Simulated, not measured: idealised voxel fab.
This section sets out a process module, namely voxel transistor to metal.
This is section cut - it's 200 nm across, gridded in 5 nm square cells.
Square cells in a grid make up a cross-section in this document, and the grid is given as bands, listed from the top down, each one or more rows of cells.
Heads up on the band format: heights come first, top then bottom, in nm. After that it's the materials left to right, each with its width in nm. A single material flagged "throughout" fills the whole band edge to edge, and "empty" means there's empty space there.
Beneath 0, the wafer as received is one material, and that level is where height counting begins. The lowest band goes on downward without a bottom; it is written like "0 nm and below".
Graded width ("30->40"): value in top row of band = first number; value in bottom row = second number; row-to-row change constant.
Step marked "nothing changed"? Then no cell in the cross-section changed in it.
Voids not open to the top, 8 cells minimum: see "Fully closed voids". Written width x height at distance; distance is from the left edge; nm.
What comes after the settings on a step's line is commentary from the simulator itself on that step.
overlay nm: right-of-plan distance of the mask on a masked step; negative values mean left-of-plan.

The planned process steps are enumerated hereunder
1. RECEIVE: material Si
2. OXIDIZE: depth nm 5
3. CONFORMAL_DEP: material SiN, thk nm 10
4. DIRECTIONAL_DEP: material aC, thk nm 10
5. PATTERN: tone cover, mask id ACTIVE, material resist, width nm 115, thk nm 30, overlay nm 0
6. DIRECTIONAL_ETCH: etch materials aC, depth nm 10
7. STRIP: etch materials resist
8. DIRECTIONAL_ETCH: etch materials SiN, depth nm 10
9. DIRECTIONAL_ETCH: etch materials SiO2, depth nm 5
10. DIRECTIONAL_ETCH: etch materials Si, depth nm 20
11. STRIP: etch materials aC
12. OXIDIZE: depth nm 5
13. FILL_DEP: material SiO2, thk nm 5
14. CMP: height nm 10
15. SELECTIVE_ETCH: etch materials SiO2, depth nm 5
16. STRIP: etch materials SiN
17. SELECTIVE_ETCH: etch materials SiO2, depth nm 5
18. OXIDIZE: depth nm 5
19. DIRECTIONAL_DEP: material polySi, thk nm 25
20. DIRECTIONAL_DEP: material SiCN, thk nm 15
21. PATTERN: tone cover, mask id GATE, material resist, width nm 35, thk nm 15, overlay nm 0
22. DIRECTIONAL_ETCH: etch materials SiCN, depth nm 25
23. DIRECTIONAL_ETCH: etch materials polySi, depth nm 35
24. STRIP: etch materials resist
25. CONFORMAL_DEP: material SiN, thk nm 5
26. DIRECTIONAL_ETCH: etch materials SiN, depth nm 5
27. DIRECTIONAL_ETCH: etch materials SiO2, depth nm 5
28. DIRECTIONAL_ETCH: etch materials Si, depth nm 10
29. EPI: material pSi, thk nm 15
30. FILL_DEP: material SiO2, thk nm 10
31. CMP: height nm 20
32. STRIP: etch materials polySi
33. SELECTIVE_ETCH: etch materials SiO2, depth nm 5
34. CONFORMAL_DEP: material HfO2, thk nm 5
35. CONFORMAL_DEP: material TiN, thk nm 5
36. FILL_DEP: material W, thk nm 10
37. CMP: height nm 15
38. DIRECTIONAL_DEP: material SiO2, thk nm 10
39. MASKED_ETCH: tone open, mask id CONTACT, width nm 15, pitch nm 80, etch materials SiO2, depth nm 30, overlay nm 0
40. CONFORMAL_DEP: material TiN, thk nm 5
41. FILL_DEP: material Ru, thk nm 10
42. CMP: height nm 25
43. CONFORMAL_DEP: material SiN, thk nm 5
44. DIRECTIONAL_DEP: material SiO2, thk nm 20
45. MASKED_ETCH: tone open, mask id METAL_1, width nm 15, pitch nm 80, etch materials SiO2, depth nm 20, overlay nm 0
46. MASKED_ETCH: tone open, mask id METAL_1, width nm 15, pitch nm 80, etch materials SiN, depth nm 5, overlay nm -15
47. CONFORMAL_DEP: material TiN, thk nm 5
48. FILL_DEP: material Cu, thk nm 5
49. CMP: height nm 50
50. EPI: material Ru, thk nm 5
51. FILL_DEP: material SiCN, thk nm 5
varied across the wafers: overlay nm of step 46. The plan shows the first wafer's value. All wafers start alike

After step 1, as received: first of several wafers, cross-section
  0 nm and below | Si throughout
  Fully closed voids: none

Note: the following table is arranged by wafer, a row apiece. Each row reports the end-of-module state: per material, cells gained (+) or cells lost (-) compared with the wafer as received; closed voids follow
overlay nm -15; +6 Cu; +17 HfO2; +16 Ru; -180 Si; +70 SiCN; +50 SiN; +387 SiO2; +55 TiN; +9 W; +50 pSi; Fully closed voids: none
overlay nm -10; +6 Cu; +17 HfO2; +16 Ru; -180 Si; +70 SiCN; +48 SiN; +387 SiO2; +57 TiN; +9 W; +50 pSi; Fully closed voids: none
overlay nm -5; +6 Cu; +17 HfO2; +16 Ru; -180 Si; +70 SiCN; +46 SiN; +387 SiO2; +59 TiN; +9 W; +50 pSi; Fully closed voids: none
overlay nm 0; +8 Cu; +17 HfO2; +16 Ru; -180 Si; +70 SiCN; +44 SiN; +387 SiO2; +59 TiN; +9 W; +50 pSi; Fully closed voids: none
overlay nm 5; +6 Cu; +17 HfO2; +16 Ru; -180 Si; +70 SiCN; +46 SiN; +387 SiO2; +59 TiN; +9 W; +50 pSi; Fully closed voids: none
overlay nm 10; +6 Cu; +17 HfO2; +16 Ru; -180 Si; +70 SiCN; +48 SiN; +387 SiO2; +57 TiN; +9 W; +50 pSi; Fully closed voids: none
overlay nm 15; +6 Cu; +17 HfO2; +16 Ru; -180 Si; +70 SiCN; +50 SiN; +387 SiO2; +55 TiN; +9 W; +50 pSi; Fully closed voids: none
